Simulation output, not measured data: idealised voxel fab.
process module | voxel plated lines
cross-section cut | 270 nm wide | cells 5 nm
A cross-section is a grid of square cells, given in bands from the top down. A band is one or more rows of cells.
Each band's line starts with the height of the band's top and of its bottom, in nm. Then come its materials from left to right, each with its width in nm. One material with "throughout" fills the band from edge to edge. "air" is empty space.
Height 0 is the level under which the wafer as received is all one material. The lowest band goes on downwards, as in "0 down".
A width such as "30 to 40" changes by the same amount from each row of cells to the next, from the band's top row to its bottom row.
"no change" after a step means that no cell of the cross-section changed.
closed voids: empty space of 8 cells or more with no open way to the top, each as width x height at its distance from the left edge, in nm
after a step's settings: what the simulator itself notes on the step
overlay nm, on a step with a mask: how far to the right of its planned place the mask lay; to the left if negative
plan
1 op RECEIVE | material Si
2 op CONFORMAL_DEP | material SiO2 | thk nm 5
3 op DIRECTIONAL_DEP | material TiN | thk nm 5
4 op PATTERN | tone open | mask id LINES | material resist | width nm 25 | pitch nm 40 | thk nm 20 | overlay nm 0
5 op EPI | material Ru | thk nm 5
6 op STRIP | etch materials resist
7 op DIRECTIONAL_ETCH | etch materials TiN | depth nm 5
8 op CONFORMAL_DEP | material SiN | thk nm 5
varied across the wafers: thk nm of step 2. The plan shows the first wafer's value. All wafers start alike
first wafer as received, after step 1
  0 down: Si throughout
  closed voids: none
each wafer at the end: cells of each material gained (+) or lost (-) since it was received, then its closed voids
thk nm 5 | +15 Ru | +66 SiN | +54 SiO2 | +15 TiN | closed voids: none
thk nm 10 | +15 Ru | +66 SiN | +108 SiO2 | +15 TiN | closed voids: none
thk nm 15 | +15 Ru | +66 SiN | +162 SiO2 | +15 TiN | closed voids: none
thk nm 20 | +15 Ru | +66 SiN | +216 SiO2 | +15 TiN | closed voids: none
thk nm 25 | +15 Ru | +66 SiN | +270 SiO2 | +15 TiN | closed voids: none
